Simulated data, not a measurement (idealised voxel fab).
process module | voxel trench capacitor
cross-section cut | 245 nm wide | cells 5 nm
A cross-section is a grid of square cells, given in bands from the top down. A band is one or more rows of cells.
Each band's line starts with the height of the band's top and of its bottom, in nm. Then come its materials from left to right, each with its width in nm. One material with "throughout" fills the band from edge to edge. "air" is empty space.
Height 0 is the level under which the wafer as received is all one material. The lowest band goes on downwards, as in "0 down".
A width such as "30 to 40" changes by the same amount from each row of cells to the next, from the band's top row to its bottom row.
"no change" after a step means that no cell of the cross-section changed.
closed voids: empty space of 8 cells or more with no open way to the top, each as width x height at its distance from the left edge, in nm
after a step's settings: what the simulator itself notes on the step
overlay nm, on a step with a mask: how far to the right of its planned place the mask lay; to the left if negative
Each pair below shows a cross-section before one step and the cross-section after it, down to the lowest band that changed. The line under each pair gives the step between them, with its settings. The pairs can come from different runs of this module on the same starting wafer, so a pair continues from the pair above only where its "before" says so.
before
  0 down: Si throughout
  closed voids: none
after
  10 to 0: SiN throughout
  below 0: unchanged
  closed voids: none
the step between: op CONFORMAL_DEP | material SiN | thk nm 10
before: the cross-section after the pair above
after
  10 to 0: SiN 90 | air 20 | SiN 20 | air 20 | SiN 95
  below 0: unchanged
  closed voids: none
the step between: op MASKED_ETCH | tone open | mask id TRENCH | width nm 20 | pitch nm 40 | etch materials SiN | depth nm 10 | overlay nm 0
before: the cross-section after the pair above
after
  10 to 0: SiN 90 | air 20 | SiN 20 | air 20 | SiN 95
  0 to -30: Si 90 | air 20 | Si 20 | air 20 | Si 95
  below -30: unchanged
  closed voids: none
the step between: op MASKED_ETCH | tone open | mask id TRENCH | width nm 20 | pitch nm 40 | etch materials Si | depth nm 30 | overlay nm 0
before: the cross-section after the pair above
after
  15 to 10: SiO2 95 | air 10 | SiO2 30 | air 10 | SiO2 100
  10 to 0: SiN 90 | SiO2 5 | air 10 | SiO2 5 | SiN 20 | SiO2 5 | air 10 | SiO2 5 | SiN 95
  0 to -25: Si 90 | SiO2 5 | air 10 | SiO2 5 | Si 20 | SiO2 5 | air 10 | SiO2 5 | Si 95
  -25 to -30: Si 90 | SiO2 20 | Si 20 | SiO2 20 | Si 95
  below -30: unchanged
  closed voids: none
the step between: op CONFORMAL_DEP | material SiO2 | thk nm 5
before: the cross-section after the pair above
after
  25 to 15: polySi throughout
  15 to 10: SiO2 95 | polySi 10 | SiO2 30 | polySi 10 | SiO2 100
  10 to 0: SiN 90 | SiO2 5 | polySi 10 | SiO2 5 | SiN 20 | SiO2 5 | polySi 10 | SiO2 5 | SiN 95
  0 to -25: Si 90 | SiO2 5 | polySi 10 | SiO2 5 | Si 20 | SiO2 5 | polySi 10 | SiO2 5 | Si 95
  below -25: unchanged
  closed voids: none
the step between: op FILL_DEP | material polySi | thk nm 10
before: the cross-section after the pair above
after
  10 to 0: SiN 90 | SiO2 5 | polySi 10 | SiO2 5 | SiN 20 | SiO2 5 | polySi 10 | SiO2 5 | SiN 95
  below 0: unchanged
  closed voids: none
the step between: op CMP | height nm 10
before
  10 to 0: SiN 90 | air 20 | SiN 20 | air 20 | SiN 95
  0 to -30: Si 90 | air 20 | Si 20 | air 20 | Si 95
  -30 down: Si throughout
  closed voids: none
after
  10 to 0: SiN 90 | air 20 | SiN 20 | air 20 | SiN 95
  0 to -60: Si 90 | air 20 | Si 20 | air 20 | Si 95
  below -60: unchanged
  closed voids: none
the step between: op MASKED_ETCH | tone open | mask id TRENCH | width nm 20 | pitch nm 40 | etch materials Si | depth nm 30 | overlay nm 0
before: the cross-section after the pair above
after
  15 to 10: SiO2 95 | air 10 | SiO2 30 | air 10 | SiO2 100
  10 to 0: SiN 90 | SiO2 5 | air 10 | SiO2 5 | SiN 20 | SiO2 5 | air 10 | SiO2 5 | SiN 95
  0 to -55: Si 90 | SiO2 5 | air 10 | SiO2 5 | Si 20 | SiO2 5 | air 10 | SiO2 5 | Si 95
  -55 to -60: Si 90 | SiO2 20 | Si 20 | SiO2 20 | Si 95
  below -60: unchanged
  closed voids: none
the step between: op CONFORMAL_DEP | material SiO2 | thk nm 5
before: the cross-section after the pair above
after
  25 to 15: polySi throughout
  15 to 10: SiO2 95 | polySi 10 | SiO2 30 | polySi 10 | SiO2 100
  10 to 0: SiN 90 | SiO2 5 | polySi 10 | SiO2 5 | SiN 20 | SiO2 5 | polySi 10 | SiO2 5 | SiN 95
  0 to -55: Si 90 | SiO2 5 | polySi 10 | SiO2 5 | Si 20 | SiO2 5 | polySi 10 | SiO2 5 | Si 95
  below -55: unchanged
  closed voids: none
the step between: op FILL_DEP | material polySi | thk nm 10
before: the cross-section after the pair above
after
  10 to 0: SiN 90 | SiO2 5 | polySi 10 | SiO2 5 | SiN 20 | SiO2 5 | polySi 10 | SiO2 5 | SiN 95
  below 0: unchanged
  closed voids: none
the step between: op CMP | height nm 10
before
  0 down: Si throughout
  closed voids: none
after
  5 to 0: SiN throughout
  below 0: unchanged
  closed voids: none
the step between: op CONFORMAL_DEP | material SiN | thk nm 5
before: the cross-section after the pair above
after
  5 to 0: SiN 90 | air 20 | SiN 20 | air 20 | SiN 95
  below 0: unchanged
  closed voids: none
the step between: op MASKED_ETCH | tone open | mask id TRENCH | width nm 20 | pitch nm 40 | etch materials SiN | depth nm 10 | overlay nm 0
before: the cross-section after the pair above
after
  5 to 0: SiN 90 | air 20 | SiN 20 | air 20 | SiN 95
  0 to -30: Si 90 | air 20 | Si 20 | air 20 | Si 95
  below -30: unchanged
  closed voids: none
the step between: op MASKED_ETCH | tone open | mask id TRENCH | width nm 20 | pitch nm 40 | etch materials Si | depth nm 30 | overlay nm 0
before: the cross-section after the pair above
after
  10 to 5: SiO2 95 | air 10 | SiO2 30 | air 10 | SiO2 100
  5 to 0: SiN 90 | SiO2 5 | air 10 | SiO2 5 | SiN 20 | SiO2 5 | air 10 | SiO2 5 | SiN 95
  0 to -25: Si 90 | SiO2 5 | air 10 | SiO2 5 | Si 20 | SiO2 5 | air 10 | SiO2 5 | Si 95
  -25 to -30: Si 90 | SiO2 20 | Si 20 | SiO2 20 | Si 95
  below -30: unchanged
  closed voids: none
the step between: op CONFORMAL_DEP | material SiO2 | thk nm 5
before: the cross-section after the pair above
after
  20 to 10: polySi throughout
  10 to 5: SiO2 95 | polySi 10 | SiO2 30 | polySi 10 | SiO2 100
  5 to 0: SiN 90 | SiO2 5 | polySi 10 | SiO2 5 | SiN 20 | SiO2 5 | polySi 10 | SiO2 5 | SiN 95
  0 to -25: Si 90 | SiO2 5 | polySi 10 | SiO2 5 | Si 20 | SiO2 5 | polySi 10 | SiO2 5 | Si 95
  below -25: unchanged
  closed voids: none
the step between: op FILL_DEP | material polySi | thk nm 10
before: the cross-section after the pair above
after
  10 to 5: SiO2 95 | polySi 10 | SiO2 30 | polySi 10 | SiO2 100
  below 5: unchanged
  closed voids: none
the step between: op CMP | height nm 10
before
  10 to 0: SiN throughout
  0 down: Si throughout
  closed voids: none
after
  10 to 0: SiN 95 | air 15 | SiN 25 | air 15 | SiN 95
  below 0: unchanged
  closed voids: none
the step between: op MASKED_ETCH | tone open | mask id TRENCH | width nm 15 | pitch nm 40 | etch materials SiN | depth nm 10 | overlay nm 0
before: the cross-section after the pair above
after
  10 to 0: SiN 95 | air 15 | SiN 25 | air 15 | SiN 95
  0 to -30: Si 95 | air 15 | Si 25 | air 15 | Si 95
  below -30: unchanged
  closed voids: none
the step between: op MASKED_ETCH | tone open | mask id TRENCH | width nm 20 | pitch nm 40 | etch materials Si | depth nm 30 | overlay nm 0
before: the cross-section after the pair above
after
  15 to 10: SiO2 100 | air 5 | SiO2 35 | air 5 | SiO2 100
  10 to 0: SiN 95 | SiO2 5 | air 5 | SiO2 5 | SiN 25 | SiO2 5 | air 5 | SiO2 5 | SiN 95
  0 to -25: Si 95 | SiO2 5 | air 5 | SiO2 5 | Si 25 | SiO2 5 | air 5 | SiO2 5 | Si 95
  -25 to -30: Si 95 | SiO2 15 | Si 25 | SiO2 15 | Si 95
  below -30: unchanged
  closed voids: none
the step between: op CONFORMAL_DEP | material SiO2 | thk nm 5
before: the cross-section after the pair above
after
  25 to 15: polySi throughout
  15 to 10: SiO2 100 | polySi 5 | SiO2 35 | polySi 5 | SiO2 100
  10 to 0: SiN 95 | SiO2 5 | polySi 5 | SiO2 5 | SiN 25 | SiO2 5 | polySi 5 | SiO2 5 | SiN 95
  0 to -25: Si 95 | SiO2 5 | polySi 5 | SiO2 5 | Si 25 | SiO2 5 | polySi 5 | SiO2 5 | Si 95
  below -25: unchanged
  closed voids: none
the step between: op FILL_DEP | material polySi | thk nm 10
before: the cross-section after the pair above
after
  10 to 0: SiN 95 | SiO2 5 | polySi 5 | SiO2 5 | SiN 25 | SiO2 5 | polySi 5 | SiO2 5 | SiN 95
  below 0: unchanged
  closed voids: none
the step between: op CMP | height nm 10
before
  10 to 0: SiN 90 | air 20 | SiN 20 | air 20 | SiN 95
  0 down: Si throughout
  closed voids: none
after
  10 to 0: SiN 90 | air 20 | SiN 20 | air 20 | SiN 95
  0 to -30: Si 90 | air 10 | Si 30 | air 10 | Si 105
  below -30: unchanged
  closed voids: none
the step between: op MASKED_ETCH | tone open | mask id TRENCH | width nm 20 | pitch nm 40 | etch materials Si | depth nm 30 | overlay nm -10
before: the cross-section after the pair above
after
  15 to 10: SiO2 95 | air 10 | SiO2 30 | air 10 | SiO2 100
  10 to 5: SiN 90 | SiO2 5 | air 10 | SiO2 5 | SiN 20 | SiO2 5 | air 10 | SiO2 5 | SiN 95
  5 to 0: SiN 90 | SiO2 20 | SiN 20 | SiO2 20 | SiN 95
  0 to -30: Si 90 | SiO2 10 | Si 30 | SiO2 10 | Si 105
  below -30: unchanged
  closed voids: none
the step between: op CONFORMAL_DEP | material SiO2 | thk nm 5
before: the cross-section after the pair above
after
  25 to 15: polySi throughout
  15 to 10: SiO2 95 | polySi 10 | SiO2 30 | polySi 10 | SiO2 100
  10 to 5: SiN 90 | SiO2 5 | polySi 10 | SiO2 5 | SiN 20 | SiO2 5 | polySi 10 | SiO2 5 | SiN 95
  below 5: unchanged
  closed voids: none
the step between: op FILL_DEP | material polySi | thk nm 10
before: the cross-section after the pair above
after
  10 to 5: SiN 90 | SiO2 5 | polySi 10 | SiO2 5 | SiN 20 | SiO2 5 | polySi 10 | SiO2 5 | SiN 95
  below 5: unchanged
  closed voids: none
the step between: op CMP | height nm 10
before
  15 to 10: SiO2 95 | air 10 | SiO2 30 | air 10 | SiO2 100
  10 to 0: SiN 90 | SiO2 5 | air 10 | SiO2 5 | SiN 20 | SiO2 5 | air 10 | SiO2 5 | SiN 95
  0 to -25: Si 90 | SiO2 5 | air 10 | SiO2 5 | Si 20 | SiO2 5 | air 10 | SiO2 5 | Si 95
  -25 to -30: Si 90 | SiO2 20 | Si 20 | SiO2 20 | Si 95
  -30 down: Si throughout
  closed voids: none
after
  25 to 15: SiN throughout
  15 to 10: SiO2 95 | SiN 10 | SiO2 30 | SiN 10 | SiO2 100
  10 to 0: SiN 90 | SiO2 5 | SiN 10 | SiO2 5 | SiN 20 | SiO2 5 | SiN 10 | SiO2 5 | SiN 95
  0 to -25: Si 90 | SiO2 5 | SiN 10 | SiO2 5 | Si 20 | SiO2 5 | SiN 10 | SiO2 5 | Si 95
  below -25: unchanged
  closed voids: none
the step between: op FILL_DEP | material SiN | thk nm 10
before: the cross-section after the pair above
after
  10 to 0: SiN 90 | SiO2 5 | SiN 10 | SiO2 5 | SiN 20 | SiO2 5 | SiN 10 | SiO2 5 | SiN 95
  below 0: unchanged
  closed voids: none
the step between: op CMP | height nm 10
before
  10 to 0: SiN throughout
  0 down: Si throughout
  closed voids: none
after
  10 to 0: air 90 | SiN 20 | air 20 | SiN 20 | air 95
  below 0: unchanged
  closed voids: none
the step between: op MASKED_ETCH | tone cover | mask id TRENCH | width nm 20 | pitch nm 40 | etch materials SiN | depth nm 10 | overlay nm 0
before: the cross-section after the pair above
after
  15 to 10: air 85 | SiO2 30 | air 10 | SiO2 30 | air 90
  10 to 5: air 85 | SiO2 5 | SiN 20 | SiO2 5 | air 10 | SiO2 5 | SiN 20 | SiO2 5 | air 90
  5 to 0: SiO2 90 | SiN 20 | SiO2 20 | SiN 20 | SiO2 95
  below 0: unchanged
  closed voids: none
the step between: op CONFORMAL_DEP | material SiO2 | thk nm 5
before: the cross-section after the pair above
after
  25 to 15: polySi throughout
  15 to 10: polySi 85 | SiO2 30 | polySi 10 | SiO2 30 | polySi 90
  10 to 5: polySi 85 | SiO2 5 | SiN 20 | SiO2 5 | polySi 10 | SiO2 5 | SiN 20 | SiO2 5 | polySi 90
  below 5: unchanged
  closed voids: none
the step between: op FILL_DEP | material polySi | thk nm 10
before: the cross-section after the pair above
after
  10 to 5: polySi 85 | SiO2 5 | SiN 20 | SiO2 5 | polySi 10 | SiO2 5 | SiN 20 | SiO2 5 | polySi 90
  below 5: unchanged
  closed voids: none
the step between: op CMP | height nm 10
